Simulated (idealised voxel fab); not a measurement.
Process module under the name voxel capacitor over wiring
cross-section cut | 260 nm wide | cells 5 nm
Heads up, the way a cross-section reads in here is a grid of square cells, handed over as bands from the top down, with every band being one or more rows of cells.
Top, bottom (nm), then materials left to right with widths (nm); lone material tagged "full width" fills the whole band edge to edge; "blank" = empty space.
Below 0: as-received wafer, all one material; heights counted from there. Lowest band: no bottom, goes on down, written "from 0 down".
Read "30 to 40" as a graded width: first number on top, second number at the bottom, same change between each pair of neighbouring rows.
Basically "left unchanged" means that step didn't change any cell in the cross-section.
Entry "Fully sealed voids" = empty spaces >= 8 cells with no open way to the top; each as width x height at distance, distance from left edge, all nm.
It should be noted that, on the line of a given step, the content following the step's settings is a remark produced by the simulator itself with respect to that step.
Each step line may optionally specify "overlay nm", which for a step with a mask gives the rightward distance between the mask's planned place and where it lay, a negative value indicating the leftward direction.
Pairs, read this way: before one process step on the one hand, after it on the other, the after cross-section ending at the lowest band that changed; the step between, settings included, beneath. Same starting wafer throughout, but possibly different runs of this module, so no pair continues from the pair above unless its entry headed "Before-step section" says so.

Before-step section:
	from 75 to 55 = SiO2 full width
	from 55 to 50 = SiCN full width
	from 50 to 45 = SiCN 75 nm / Ru 30 nm / SiCN 50 nm / Ru 30 nm / SiCN 75 nm
	from 45 to 35 = lowk 80 nm / TiN 5 nm / Ru 10 nm / TiN 5 nm / lowk 60 nm / TiN 5 nm / Ru 10 nm / TiN 5 nm / lowk 80 nm
	from 35 to 30 = SiCN 80 nm / TiN 20 nm / SiCN 60 nm / TiN 20 nm / SiCN 80 nm
	from 30 to 0 = SiO2 full width
	from 0 down = Si full width
	Fully sealed voids: none

Sectional Result:
	from 75 to 55 = SiO2 85 nm / blank 15 nm / SiO2 160 nm
	Below 55, no change.
	Fully sealed voids: none
Between before and after as drawn above: MASKED_ETCH (tone open; mask id PLUG_1; width nm 15; etch materials SiO2; depth nm 20; overlay nm 0)

Before-step section: refer to the pair immediately above; the cross-section shown after its step is the state before this one.

Sectional Result:
	from 75 to 55 = SiO2 85 nm / blank 15 nm / SiO2 160 nm
	from 55 to 50 = SiCN 85 nm / blank 15 nm / SiCN 160 nm
	Below 50, no change.
	Fully sealed voids: none
Between before and after as drawn above: MASKED_ETCH (tone open; mask id PLUG_1; width nm 15; etch materials SiCN; depth nm 5; overlay nm 0)

Before-step section: refer to the pair immediately above; the cross-section shown after its step is the state before this one.

Sectional Result:
	from 80 to 75 = TiN 90 nm / blank 5 nm / TiN 165 nm
	from 75 to 55 = SiO2 85 nm / TiN 5 nm / blank 5 nm / TiN 5 nm / SiO2 160 nm
	from 55 to 50 = SiCN 85 nm / TiN 15 nm / SiCN 160 nm
	Below 50, no change.
	Fully sealed voids: none
Between before and after as drawn above: CONFORMAL_DEP (material TiN; thk nm 5)

Before-step section: refer to the pair immediately above; the cross-section shown after its step is the state before this one.

Sectional Result:
	from 90 to 80 = W full width
	from 80 to 75 = TiN 90 nm / W 5 nm / TiN 165 nm
	from 75 to 55 = SiO2 85 nm / TiN 5 nm / W 5 nm / TiN 5 nm / SiO2 160 nm
	Below 55, no change.
	Fully sealed voids: none
Between before and after as drawn above: FILL_DEP (material W; thk nm 10)

Before-step section: refer to the pair immediately above; the cross-section shown after its step is the state before this one.

Sectional Result:
	from 75 to 55 = SiO2 85 nm / TiN 5 nm / W 5 nm / TiN 5 nm / SiO2 160 nm
	Below 55, no change.
	Fully sealed voids: none
Between before and after as drawn above: CMP (height nm 75)

Before-step section: refer to the pair immediately above; the cross-section shown after its step is the state before this one.

Sectional Result:
	from 80 to 75 = TiN full width
	Below 75, no change.
	Fully sealed voids: none
Between before and after as drawn above: DIRECTIONAL_DEP (material TiN; thk nm 5)

Before-step section: refer to the pair immediately above; the cross-section shown after its step is the state before this one.

Sectional Result:
	from 85 to 80 = Al2O3 full width
	Below 80, no change.
	Fully sealed voids: none
Between before and after as drawn above: DIRECTIONAL_DEP (material Al2O3; thk nm 5)

Before-step section: refer to the pair immediately above; the cross-section shown after its step is the state before this one.

Sectional Result:
	from 95 to 85 = TiN full width
	Below 85, no change.
	Fully sealed voids: none
Between before and after as drawn above: DIRECTIONAL_DEP (material TiN; thk nm 10)

Before-step section: refer to the pair immediately above; the cross-section shown after its step is the state before this one.

Sectional Result:
	from 110 to 95 = blank 85 nm / resist 65 nm / blank 110 nm
	Below 95, no change.
	Fully sealed voids: none
Between before and after as drawn above: PATTERN (tone cover; mask id UPPER_PLATE; material resist; width nm 65; thk nm 15; overlay nm 0)

Before-step section: refer to the pair immediately above; the cross-section shown after its step is the state before this one.

Sectional Result:
	from 110 to 95 = blank 85 nm / resist 65 nm / blank 110 nm
	from 95 to 85 = blank 85 nm / TiN 65 nm / blank 110 nm
	Below 85, no change.
	Fully sealed voids: none
Between before and after as drawn above: DIRECTIONAL_ETCH (etch materials TiN; depth nm 10)

Before-step section: refer to the pair immediately above; the cross-section shown after its step is the state before this one.

Sectional Result:
	from 110 to 95 = blank 85 nm / resist 65 nm / blank 110 nm
	from 95 to 85 = blank 85 nm / TiN 65 nm / blank 110 nm
	from 85 to 80 = blank 85 nm / Al2O3 65 nm / blank 110 nm
	Below 80, no change.
	Fully sealed voids: none
Between before and after as drawn above: DIRECTIONAL_ETCH (etch materials Al2O3; depth nm 5)

Before-step section: refer to the pair immediately above; the cross-section shown after its step is the state before this one.

Sectional Result:
	from 95 to 85 = blank 85 nm / TiN 65 nm / blank 110 nm
	Below 85, no change.
	Fully sealed voids: none
Between before and after as drawn above: STRIP (etch materials resist)

Before-step section: refer to the pair immediately above; the cross-section shown after its step is the state before this one.

Sectional Result:
	from 110 to 95 = blank 80 nm / resist 75 nm / blank 105 nm
	from 95 to 85 = blank 80 nm / resist 5 nm / TiN 65 nm / resist 5 nm / blank 105 nm
	from 85 to 80 = blank 80 nm / resist 5 nm / Al2O3 65 nm / resist 5 nm / blank 105 nm
	Below 80, no change.
	Fully sealed voids: none
Between before and after as drawn above: PATTERN (tone cover; mask id LOWER_PLATE; material resist; width nm 75; thk nm 15; overlay nm 0)

Before-step section: refer to the pair immediately above; the cross-section shown after its step is the state before this one.

Sectional Result:
	from 110 to 95 = blank 80 nm / resist 75 nm / blank 105 nm
	from 95 to 85 = blank 80 nm / resist 5 nm / TiN 65 nm / resist 5 nm / blank 105 nm
	from 85 to 80 = blank 80 nm / resist 5 nm / Al2O3 65 nm / resist 5 nm / blank 105 nm
	from 80 to 75 = blank 80 nm / TiN 75 nm / blank 105 nm
	Below 75, no change.
	Fully sealed voids: none
Between before and after as drawn above: DIRECTIONAL_ETCH (etch materials TiN; depth nm 5)

Before-step section: refer to the pair immediately above; the cross-section shown after its step is the state before this one.

Sectional Result:
	from 95 to 85 = blank 85 nm / TiN 65 nm / blank 110 nm
	from 85 to 80 = blank 85 nm / Al2O3 65 nm / blank 110 nm
	Below 80, no change.
	Fully sealed voids: none
Between before and after as drawn above: STRIP (etch materials resist)

Before-step section: refer to the pair immediately above; the cross-section shown after its step is the state before this one.

Sectional Result:
	from 115 to 95 = SiO2 full width
	from 95 to 85 = SiO2 85 nm / TiN 65 nm / SiO2 110 nm
	from 85 to 80 = SiO2 85 nm / Al2O3 65 nm / SiO2 110 nm
	from 80 to 75 = SiO2 80 nm / TiN 75 nm / SiO2 105 nm
	Below 75, no change.
	Fully sealed voids: none
Between before and after as drawn above: FILL_DEP (material SiO2; thk nm 20)

Before-step section: refer to the pair immediately above; the cross-section shown after its step is the state before this one.

Sectional Result:
	from 110 to 95 = SiO2 full width
	Below 95, no change.
	Fully sealed voids: none
Between before and after as drawn above: CMP (height nm 110)

Before-step section: refer to the pair immediately above; the cross-section shown after its step is the state before this one.

Sectional Result:
	from 125 to 110 = resist 95 nm / blank 15 nm / resist 150 nm
	Below 110, no change.
	Fully sealed voids: none
Between before and after as drawn above: PATTERN (tone open; mask id PLUG_2; material resist; width nm 15; thk nm 15; overlay nm 0)

Before-step section: refer to the pair immediately above; the cross-section shown after its step is the state before this one.

Sectional Result:
	from 125 to 110 = resist 95 nm / blank 15 nm / resist 150 nm
	from 110 to 95 = SiO2 95 nm / blank 15 nm / SiO2 150 nm
	Below 95, no change.
	Fully sealed voids: none
Between before and after as drawn above: DIRECTIONAL_ETCH (etch materials SiO2; depth nm 15)

Before-step section: refer to the pair immediately above; the cross-section shown after its step is the state before this one.

Sectional Result:
	from 110 to 95 = SiO2 95 nm / blank 15 nm / SiO2 150 nm
	Below 95, no change.
	Fully sealed voids: none
Between before and after as drawn above: STRIP (etch materials resist)

Before-step section: refer to the pair immediately above; the cross-section shown after its step is the state before this one.

Sectional Result:
	from 115 to 110 = TiN 100 nm / blank 5 nm / TiN 155 nm
	from 110 to 100 = SiO2 95 nm / TiN 5 nm / blank 5 nm / TiN 5 nm / SiO2 150 nm
	from 100 to 95 = SiO2 95 nm / TiN 15 nm / SiO2 150 nm
	Below 95, no change.
	Fully sealed voids: none
Between before and after as drawn above: CONFORMAL_DEP (material TiN; thk nm 5)

Before-step section: refer to the pair immediately above; the cross-section shown after its step is the state before this one.

Sectional Result:
	from 125 to 115 = Ru full width
	from 115 to 110 = TiN 100 nm / Ru 5 nm / TiN 155 nm
	from 110 to 100 = SiO2 95 nm / TiN 5 nm / Ru 5 nm / TiN 5 nm / SiO2 150 nm
	Below 100, no change.
	Fully sealed voids: none
Between before and after as drawn above: FILL_DEP (material Ru; thk nm 10)

Before-step section: refer to the pair immediately above; the cross-section shown after its step is the state before this one.

Sectional Result:
	from 110 to 100 = SiO2 95 nm / TiN 5 nm / Ru 5 nm / TiN 5 nm / SiO2 150 nm
	Below 100, no change.
	Fully sealed voids: none
Between before and after as drawn above: CMP (height nm 110)

Before-step section: refer to the pair immediately above; the cross-section shown after its step is the state before this one.

Sectional Result:
	from 115 to 110 = SiCN full width
	Below 110, no change.
	Fully sealed voids: none
Between before and after as drawn above: CONFORMAL_DEP (material SiCN; thk nm 5)

Before-step section:
	from 15 to 0 = SiO2 full width
	from 0 down = Si full width
	Fully sealed voids: none

Sectional Result:
	from 40 to 15 = lowk full width
	Below 15, no change.
	Fully sealed voids: none
Between before and after as drawn above: DIRECTIONAL_DEP (material lowk; thk nm 25)

Before-step section: refer to the pair immediately above; the cross-section shown after its step is the state before this one.

Sectional Result:
	from 45 to 40 = SiCN full width
	Below 40, no change.
	Fully sealed voids: none
Between before and after as drawn above: CONFORMAL_DEP (material SiCN; thk nm 5)

Before-step section: refer to the pair immediately above; the cross-section shown after its step is the state before this one.

Sectional Result:
	from 55 to 45 = aC full width
	Below 45, no change.
	Fully sealed voids: none
Between before and after as drawn above: DIRECTIONAL_DEP (material aC; thk nm 10)

Before-step section: refer to the pair immediately above; the cross-section shown after its step is the state before this one.

Sectional Result:
	from 85 to 55 = resist 80 nm / blank 20 nm / resist 60 nm / blank 20 nm / resist 80 nm
	Below 55, no change.
	Fully sealed voids: none
Between before and after as drawn above: PATTERN (tone open; mask id METAL_1; material resist; width nm 20; pitch nm 80; thk nm 30; overlay nm 0)

Before-step section: refer to the pair immediately above; the cross-section shown after its step is the state before this one.

Sectional Result:
	from 75 to 55 = resist 80 nm / blank 20 nm / resist 60 nm / blank 20 nm / resist 80 nm
	from 55 to 45 = aC 80 nm / blank 20 nm / aC 60 nm / blank 20 nm / aC 80 nm
	Below 45, no change.
	Fully sealed voids: none
Between before and after as drawn above: DIRECTIONAL_ETCH (etch materials aC; depth nm 10)

Before-step section: refer to the pair immediately above; the cross-section shown after its step is the state before this one.

Sectional Result:
	from 55 to 45 = aC 80 nm / blank 20 nm / aC 60 nm / blank 20 nm / aC 80 nm
	Below 45, no change.
	Fully sealed voids: none
Between before and after as drawn above: STRIP (etch materials resist)

Before-step section: refer to the pair immediately above; the cross-section shown after its step is the state before this one.

Sectional Result:
	from 55 to 45 = aC 80 nm / blank 20 nm / aC 60 nm / blank 20 nm / aC 80 nm
	from 45 to 40 = SiCN 80 nm / blank 20 nm / SiCN 60 nm / blank 20 nm / SiCN 80 nm
	Below 40, no change.
	Fully sealed voids: none
Between before and after as drawn above: DIRECTIONAL_ETCH (etch materials SiCN; depth nm 5)

Before-step section: refer to the pair immediately above; the cross-section shown after its step is the state before this one.

Sectional Result:
	from 45 to 40 = SiCN 80 nm / blank 20 nm / SiCN 60 nm / blank 20 nm / SiCN 80 nm
	Below 40, no change.
	Fully sealed voids: none
Between before and after as drawn above: STRIP (etch materials aC)

Before-step section: refer to the pair immediately above; the cross-section shown after its step is the state before this one.

Sectional Result:
	from 50 to 45 = TiN 85 nm / blank 10 nm / TiN 70 nm / blank 10 nm / TiN 85 nm
	from 45 to 40 = SiCN 80 nm / TiN 20 nm / SiCN 60 nm / TiN 20 nm / SiCN 80 nm
	Below 40, no change.
	Fully sealed voids: none
Between before and after as drawn above: CONFORMAL_DEP (material TiN; thk nm 5)

Before-step section: refer to the pair immediately above; the cross-section shown after its step is the state before this one.

Sectional Result:
	from 55 to 50 = Ru full width
	from 50 to 45 = TiN 85 nm / Ru 10 nm / TiN 70 nm / Ru 10 nm / TiN 85 nm
	Below 45, no change.
	Fully sealed voids: none
Between before and after as drawn above: FILL_DEP (material Ru; thk nm 5)

Before-step section: refer to the pair immediately above; the cross-section shown after its step is the state before this one.

Sectional Result:
	from 45 to 40 = SiCN 80 nm / TiN 20 nm / SiCN 60 nm / TiN 20 nm / SiCN 80 nm
	Below 40, no change.
	Fully sealed voids: none
Between before and after as drawn above: CMP (height nm 45)

Before-step section: refer to the pair immediately above; the cross-section shown after its step is the state before this one.

Sectional Result:
	from 50 to 45 = blank 75 nm / Ru 30 nm / blank 50 nm / Ru 30 nm / blank 75 nm
	Below 45, no change.
	Fully sealed voids: none
Between before and after as drawn above: EPI (material Ru; thk nm 5)

Before-step section: refer to the pair immediately above; the cross-section shown after its step is the state before this one.

Sectional Result:
	from 55 to 50 = SiCN full width
	from 50 to 45 = SiCN 75 nm / Ru 30 nm / SiCN 50 nm / Ru 30 nm / SiCN 75 nm
	Below 45, no change.
	Fully sealed voids: none
Between before and after as drawn above: FILL_DEP (material SiCN; thk nm 5)

Before-step section: refer to the pair immediately above; the cross-section shown after its step is the state before this one.

Sectional Result:
	from 75 to 55 = SiO2 full width
	Below 55, no change.
	Fully sealed voids: none
Between before and after as drawn above: DIRECTIONAL_DEP (material SiO2; thk nm 20)

Before-step section: refer to the pair immediately above; the cross-section shown after its step is the state before this one.

Sectional Result:
	from 75 to 55 = SiO2 85 nm / blank 15 nm / SiO2 160 nm
	Below 55, no change.
	Fully sealed voids: none
Between before and after as drawn above: MASKED_ETCH (tone open; mask id PLUG_1; width nm 15; etch materials SiO2; depth nm 20; overlay nm 0)

Before-step section: refer to the pair immediately above; the cross-section shown after its step is the state before this one.

Sectional Result:
	from 75 to 55 = SiO2 85 nm / blank 15 nm / SiO2 160 nm
	from 55 to 50 = SiCN 85 nm / blank 15 nm / SiCN 160 nm
	Below 50, no change.
	Fully sealed voids: none
Between before and after as drawn above: MASKED_ETCH (tone open; mask id PLUG_1; width nm 15; etch materials SiCN; depth nm 5; overlay nm 0)

Before-step section: refer to the pair immediately above; the cross-section shown after its step is the state before this one.

Sectional Result:
	from 80 to 75 = TiN 90 nm / blank 5 nm / TiN 165 nm
	from 75 to 55 = SiO2 85 nm / TiN 5 nm / blank 5 nm / TiN 5 nm / SiO2 160 nm
	from 55 to 50 = SiCN 85 nm / TiN 15 nm / SiCN 160 nm
	Below 50, no change.
	Fully sealed voids: none
Between before and after as drawn above: CONFORMAL_DEP (material TiN; thk nm 5)

Before-step section: refer to the pair immediately above; the cross-section shown after its step is the state before this one.

Sectional Result:
	from 90 to 80 = W full width
	from 80 to 75 = TiN 90 nm / W 5 nm / TiN 165 nm
	from 75 to 55 = SiO2 85 nm / TiN 5 nm / W 5 nm / TiN 5 nm / SiO2 160 nm
	Below 55, no change.
	Fully sealed voids: none
Between before and after as drawn above: FILL_DEP (material W; thk nm 10)

Before-step section: refer to the pair immediately above; the cross-section shown after its step is the state before this one.

Sectional Result:
	from 75 to 55 = SiO2 85 nm / TiN 5 nm / W 5 nm / TiN 5 nm / SiO2 160 nm
	Below 55, no change.
	Fully sealed voids: none
Between before and after as drawn above: CMP (height nm 75)

Before-step section: refer to the pair immediately above; the cross-section shown after its step is the state before this one.

Sectional Result:
	from 80 to 75 = TiN full width
	Below 75, no change.
	Fully sealed voids: none
Between before and after as drawn above: DIRECTIONAL_DEP (material TiN; thk nm 5)

Before-step section: refer to the pair immediately above; the cross-section shown after its step is the state before this one.

Sectional Result:
	from 85 to 80 = Al2O3 full width
	Below 80, no change.
	Fully sealed voids: none
Between before and after as drawn above: DIRECTIONAL_DEP (material Al2O3; thk nm 5)

Before-step section: refer to the pair immediately above; the cross-section shown after its step is the state before this one.

Sectional Result:
	from 95 to 85 = TiN full width
	Below 85, no change.
	Fully sealed voids: none
Between before and after as drawn above: DIRECTIONAL_DEP (material TiN; thk nm 10)

Before-step section: refer to the pair immediately above; the cross-section shown after its step is the state before this one.

Sectional Result:
	from 110 to 95 = blank 85 nm / resist 65 nm / blank 110 nm
	Below 95, no change.
	Fully sealed voids: none
Between before and after as drawn above: PATTERN (tone cover; mask id UPPER_PLATE; material resist; width nm 65; thk nm 15; overlay nm 0)

Before-step section: refer to the pair immediately above; the cross-section shown after its step is the state before this one.

Sectional Result:
	from 110 to 95 = blank 85 nm / resist 65 nm / blank 110 nm
	from 95 to 85 = blank 85 nm / TiN 65 nm / blank 110 nm
	Below 85, no change.
	Fully sealed voids: none
Between before and after as drawn above: DIRECTIONAL_ETCH (etch materials TiN; depth nm 10)

Before-step section: refer to the pair immediately above; the cross-section shown after its step is the state before this one.

Sectional Result:
	from 110 to 95 = blank 85 nm / resist 65 nm / blank 110 nm
	from 95 to 85 = blank 85 nm / TiN 65 nm / blank 110 nm
	from 85 to 80 = blank 85 nm / Al2O3 65 nm / blank 110 nm
	Below 80, no change.
	Fully sealed voids: none
Between before and after as drawn above: DIRECTIONAL_ETCH (etch materials Al2O3; depth nm 5)

Before-step section: refer to the pair immediately above; the cross-section shown after its step is the state before this one.

Sectional Result:
	from 95 to 85 = blank 85 nm / TiN 65 nm / blank 110 nm
	Below 85, no change.
	Fully sealed voids: none
Between before and after as drawn above: STRIP (etch materials resist)

Before-step section: refer to the pair immediately above; the cross-section shown after its step is the state before this one.

Sectional Result:
	from 110 to 95 = blank 80 nm / resist 75 nm / blank 105 nm
	from 95 to 85 = blank 80 nm / resist 5 nm / TiN 65 nm / resist 5 nm / blank 105 nm
	from 85 to 80 = blank 80 nm / resist 5 nm / Al2O3 65 nm / resist 5 nm / blank 105 nm
	Below 80, no change.
	Fully sealed voids: none
Between before and after as drawn above: PATTERN (tone cover; mask id LOWER_PLATE; material resist; width nm 75; thk nm 15; overlay nm 0)

Before-step section: refer to the pair immediately above; the cross-section shown after its step is the state before this one.

Sectional Result:
	from 110 to 95 = blank 80 nm / resist 75 nm / blank 105 nm
	from 95 to 85 = blank 80 nm / resist 5 nm / TiN 65 nm / resist 5 nm / blank 105 nm
	from 85 to 80 = blank 80 nm / resist 5 nm / Al2O3 65 nm / resist 5 nm / blank 105 nm
	from 80 to 75 = blank 80 nm / TiN 75 nm / blank 105 nm
	Below 75, no change.
	Fully sealed voids: none
Between before and after as drawn above: DIRECTIONAL_ETCH (etch materials TiN; depth nm 5)

Before-step section: refer to the pair immediately above; the cross-section shown after its step is the state before this one.

Sectional Result:
	from 95 to 85 = blank 85 nm / TiN 65 nm / blank 110 nm
	from 85 to 80 = blank 85 nm / Al2O3 65 nm / blank 110 nm
	Below 80, no change.
	Fully sealed voids: none
Between before and after as drawn above: STRIP (etch materials resist)

Before-step section: refer to the pair immediately above; the cross-section shown after its step is the state before this one.

Sectional Result:
	from 115 to 95 = SiO2 full width
	from 95 to 85 = SiO2 85 nm / TiN 65 nm / SiO2 110 nm
	from 85 to 80 = SiO2 85 nm / Al2O3 65 nm / SiO2 110 nm
	from 80 to 75 = SiO2 80 nm / TiN 75 nm / SiO2 105 nm
	Below 75, no change.
	Fully sealed voids: none
Between before and after as drawn above: FILL_DEP (material SiO2; thk nm 20)

Before-step section: refer to the pair immediately above; the cross-section shown after its step is the state before this one.

Sectional Result:
	from 110 to 95 = SiO2 full width
	Below 95, no change.
	Fully sealed voids: none
Between before and after as drawn above: CMP (height nm 110)

Before-step section: refer to the pair immediately above; the cross-section shown after its step is the state before this one.

Sectional Result:
	from 125 to 110 = resist 95 nm / blank 15 nm / resist 150 nm
	Below 110, no change.
	Fully sealed voids: none
Between before and after as drawn above: PATTERN (tone open; mask id PLUG_2; material resist; width nm 15; thk nm 15; overlay nm 0)

Before-step section: refer to the pair immediately above; the cross-section shown after its step is the state before this one.

Sectional Result:
	from 125 to 110 = resist 95 nm / blank 15 nm / resist 150 nm
	from 110 to 95 = SiO2 95 nm / blank 15 nm / SiO2 150 nm
	Below 95, no change.
	Fully sealed voids: none
Between before and after as drawn above: DIRECTIONAL_ETCH (etch materials SiO2; depth nm 15)

Before-step section: refer to the pair immediately above; the cross-section shown after its step is the state before this one.

Sectional Result:
	from 110 to 95 = SiO2 95 nm / blank 15 nm / SiO2 150 nm
	Below 95, no change.
	Fully sealed voids: none
Between before and after as drawn above: STRIP (etch materials resist)

Before-step section: refer to the pair immediately above; the cross-section shown after its step is the state before this one.

Sectional Result:
	from 115 to 110 = TiN 100 nm / blank 5 nm / TiN 155 nm
	from 110 to 100 = SiO2 95 nm / TiN 5 nm / blank 5 nm / TiN 5 nm / SiO2 150 nm
	from 100 to 95 = SiO2 95 nm / TiN 15 nm / SiO2 150 nm
	Below 95, no change.
	Fully sealed voids: none
Between before and after as drawn above: CONFORMAL_DEP (material TiN; thk nm 5)

Before-step section: refer to the pair immediately above; the cross-section shown after its step is the state before this one.

Sectional Result:
	from 125 to 115 = Ru full width
	from 115 to 110 = TiN 100 nm / Ru 5 nm / TiN 155 nm
	from 110 to 100 = SiO2 95 nm / TiN 5 nm / Ru 5 nm / TiN 5 nm / SiO2 150 nm
	Below 100, no change.
	Fully sealed voids: none
Between before and after as drawn above: FILL_DEP (material Ru; thk nm 10)

Before-step section: refer to the pair immediately above; the cross-section shown after its step is the state before this one.

Sectional Result:
	from 110 to 100 = SiO2 95 nm / TiN 5 nm / Ru 5 nm / TiN 5 nm / SiO2 150 nm
	Below 100, no change.
	Fully sealed voids: none
Between before and after as drawn above: CMP (height nm 110)

Before-step section: refer to the pair immediately above; the cross-section shown after its step is the state before this one.

Sectional Result:
	from 115 to 110 = SiCN full width
	Below 110, no change.
	Fully sealed voids: none
Between before and after as drawn above: CONFORMAL_DEP (material SiCN; thk nm 5)

Before-step section:
	from 0 down = Si full width
	Fully sealed voids: none

Sectional Result:
	from 25 to 0 = SiO2 full width
	Below 0, no change.
	Fully sealed voids: none
Between before and after as drawn above: CONFORMAL_DEP (material SiO2; thk nm 25)

Before-step section: refer to the pair immediately above; the cross-section shown after its step is the state before this one.

Sectional Result:
	from 30 to 25 = SiCN full width
	Below 25, no change.
	Fully sealed voids: none
Between before and after as drawn above: CONFORMAL_DEP (material SiCN; thk nm 5)

Before-step section: refer to the pair immediately above; the cross-section shown after its step is the state before this one.

Sectional Result:
	from 55 to 30 = lowk full width
	Below 30, no change.
	Fully sealed voids: none
Between before and after as drawn above: DIRECTIONAL_DEP (material lowk; thk nm 25)

Before-step section: refer to the pair immediately above; the cross-section shown after its step is the state before this one.

Sectional Result:
	from 65 to 55 = aC full width
	Below 55, no change.
	Fully sealed voids: none
Between before and after as drawn above: DIRECTIONAL_DEP (material aC; thk nm 10)

Before-step section: refer to the pair immediately above; the cross-section shown after its step is the state before this one.

Sectional Result:
	from 95 to 65 = resist 80 nm / blank 20 nm / resist 60 nm / blank 20 nm / resist 80 nm
	Below 65, no change.
	Fully sealed voids: none
Between before and after as drawn above: PATTERN (tone open; mask id METAL_1; material resist; width nm 20; pitch nm 80; thk nm 30; overlay nm 0)

Before-step section: refer to the pair immediately above; the cross-section shown after its step is the state before this one.

Sectional Result:
	from 85 to 65 = resist 80 nm / blank 20 nm / resist 60 nm / blank 20 nm / resist 80 nm
	from 65 to 55 = aC 80 nm / blank 20 nm / aC 60 nm / blank 20 nm / aC 80 nm
	Below 55, no change.
	Fully sealed voids: none
Between before and after as drawn above: DIRECTIONAL_ETCH (etch materials aC; depth nm 10)

Before-step section: refer to the pair immediately above; the cross-section shown after its step is the state before this one.

Sectional Result:
	from 65 to 55 = aC 80 nm / blank 20 nm / aC 60 nm / blank 20 nm / aC 80 nm
	Below 55, no change.
	Fully sealed voids: none
Between before and after as drawn above: STRIP (etch materials resist)

Before-step section: refer to the pair immediately above; the cross-section shown after its step is the state before this one.

Sectional Result:
	from 65 to 55 = aC 80 nm / blank 20 nm / aC 60 nm / blank 20 nm / aC 80 nm
	from 55 to 30 = lowk 80 nm / blank 20 nm / lowk 60 nm / blank 20 nm / lowk 80 nm
	Below 30, no change.
	Fully sealed voids: none
Between before and after as drawn above: DIRECTIONAL_ETCH (etch materials lowk; depth nm 25)

Before-step section: refer to the pair immediately above; the cross-section shown after its step is the state before this one.

Sectional Result:
	from 65 to 55 = aC 80 nm / blank 20 nm / aC 60 nm / blank 20 nm / aC 80 nm
	from 55 to 30 = lowk 80 nm / blank 20 nm / lowk 60 nm / blank 20 nm / lowk 80 nm
	from 30 to 25 = SiCN 80 nm / blank 20 nm / SiCN 60 nm / blank 20 nm / SiCN 80 nm
	Below 25, no change.
	Fully sealed voids: none
Between before and after as drawn above: DIRECTIONAL_ETCH (etch materials SiCN; depth nm 5)

Before-step section: refer to the pair immediately above; the cross-section shown after its step is the state before this one.

Sectional Result:
	from 55 to 30 = lowk 80 nm / blank 20 nm / lowk 60 nm / blank 20 nm / lowk 80 nm
	Below 30, no change.
	Fully sealed voids: none
Between before and after as drawn above: STRIP (etch materials aC)

Before-step section: refer to the pair immediately above; the cross-section shown after its step is the state before this one.

Sectional Result:
	from 60 to 55 = TiN 85 nm / blank 10 nm / TiN 70 nm / blank 10 nm / TiN 85 nm
	from 55 to 30 = lowk 80 nm / TiN 5 nm / blank 10 nm / TiN 5 nm / lowk 60 nm / TiN 5 nm / blank 10 nm / TiN 5 nm / lowk 80 nm
	from 30 to 25 = SiCN 80 nm / TiN 20 nm / SiCN 60 nm / TiN 20 nm / SiCN 80 nm
	Below 25, no change.
	Fully sealed voids: none
Between before and after as drawn above: CONFORMAL_DEP (material TiN; thk nm 5)

Before-step section: refer to the pair immediately above; the cross-section shown after its step is the state before this one.

Sectional Result:
	from 65 to 60 = Ru full width
	from 60 to 55 = TiN 85 nm / Ru 10 nm / TiN 70 nm / Ru 10 nm / TiN 85 nm
	from 55 to 30 = lowk 80 nm / TiN 5 nm / Ru 10 nm / TiN 5 nm / lowk 60 nm / TiN 5 nm / Ru 10 nm / TiN 5 nm / lowk 80 nm
	Below 30, no change.
	Fully sealed voids: none
Between before and after as drawn above: FILL_DEP (material Ru; thk nm 5)

Before-step section: refer to the pair immediately above; the cross-section shown after its step is the state before this one.

Sectional Result:
	from 45 to 30 = lowk 80 nm / TiN 5 nm / Ru 10 nm / TiN 5 nm / lowk 60 nm / TiN 5 nm / Ru 10 nm / TiN 5 nm / lowk 80 nm
	Below 30, no change.
	Fully sealed voids: none
Between before and after as drawn above: CMP (height nm 45)

Before-step section: refer to the pair immediately above; the cross-section shown after its step is the state before this one.

Sectional Result:
	from 50 to 45 = blank 75 nm / Ru 30 nm / blank 50 nm / Ru 30 nm / blank 75 nm
	Below 45, no change.
	Fully sealed voids: none
Between before and after as drawn above: EPI (material Ru; thk nm 5)

Before-step section: refer to the pair immediately above; the cross-section shown after its step is the state before this one.

Sectional Result:
	from 55 to 50 = SiCN full width
	from 50 to 45 = SiCN 75 nm / Ru 30 nm / SiCN 50 nm / Ru 30 nm / SiCN 75 nm
	Below 45, no change.
	Fully sealed voids: none
Between before and after as drawn above: FILL_DEP (material SiCN; thk nm 5)

Before-step section: refer to the pair immediately above; the cross-section shown after its step is the state before this one.

Sectional Result:
	from 75 to 55 = SiO2 full width
	Below 55, no change.
	Fully sealed voids: none
Between before and after as drawn above: DIRECTIONAL_DEP (material SiO2; thk nm 20)

Before-step section: refer to the pair immediately above; the cross-section shown after its step is the state before this one.

Sectional Result:
	from 75 to 55 = SiO2 85 nm / blank 15 nm / SiO2 160 nm
	Below 55, no change.
	Fully sealed voids: none
Between before and after as drawn above: MASKED_ETCH (tone open; mask id PLUG_1; width nm 15; etch materials SiO2; depth nm 20; overlay nm 0)

Before-step section: refer to the pair immediately above; the cross-section shown after its step is the state before this one.

Sectional Result:
	from 75 to 55 = SiO2 85 nm / blank 15 nm / SiO2 160 nm
	from 55 to 50 = SiCN 85 nm / blank 15 nm / SiCN 160 nm
	Below 50, no change.
	Fully sealed voids: none
Between before and after as drawn above: MASKED_ETCH (tone open; mask id PLUG_1; width nm 15; etch materials SiCN; depth nm 5; overlay nm 0)

Before-step section: refer to the pair immediately above; the cross-section shown after its step is the state before this one.

Sectional Result:
	from 80 to 75 = TiN 90 nm / blank 5 nm / TiN 165 nm
	from 75 to 55 = SiO2 85 nm / TiN 5 nm / blank 5 nm / TiN 5 nm / SiO2 160 nm
	from 55 to 50 = SiCN 85 nm / TiN 15 nm / SiCN 160 nm
	Below 50, no change.
	Fully sealed voids: none
Between before and after as drawn above: CONFORMAL_DEP (material TiN; thk nm 5)

Before-step section: refer to the pair immediately above; the cross-section shown after its step is the state before this one.

Sectional Result:
	from 90 to 80 = W full width
	from 80 to 75 = TiN 90 nm / W 5 nm / TiN 165 nm
	from 75 to 55 = SiO2 85 nm / TiN 5 nm / W 5 nm / TiN 5 nm / SiO2 160 nm
	Below 55, no change.
	Fully sealed voids: none
Between before and after as drawn above: FILL_DEP (material W; thk nm 10)

Before-step section: refer to the pair immediately above; the cross-section shown after its step is the state before this one.

Sectional Result:
	from 75 to 55 = SiO2 85 nm / TiN 5 nm / W 5 nm / TiN 5 nm / SiO2 160 nm
	Below 55, no change.
	Fully sealed voids: none
Between before and after as drawn above: CMP (height nm 75)
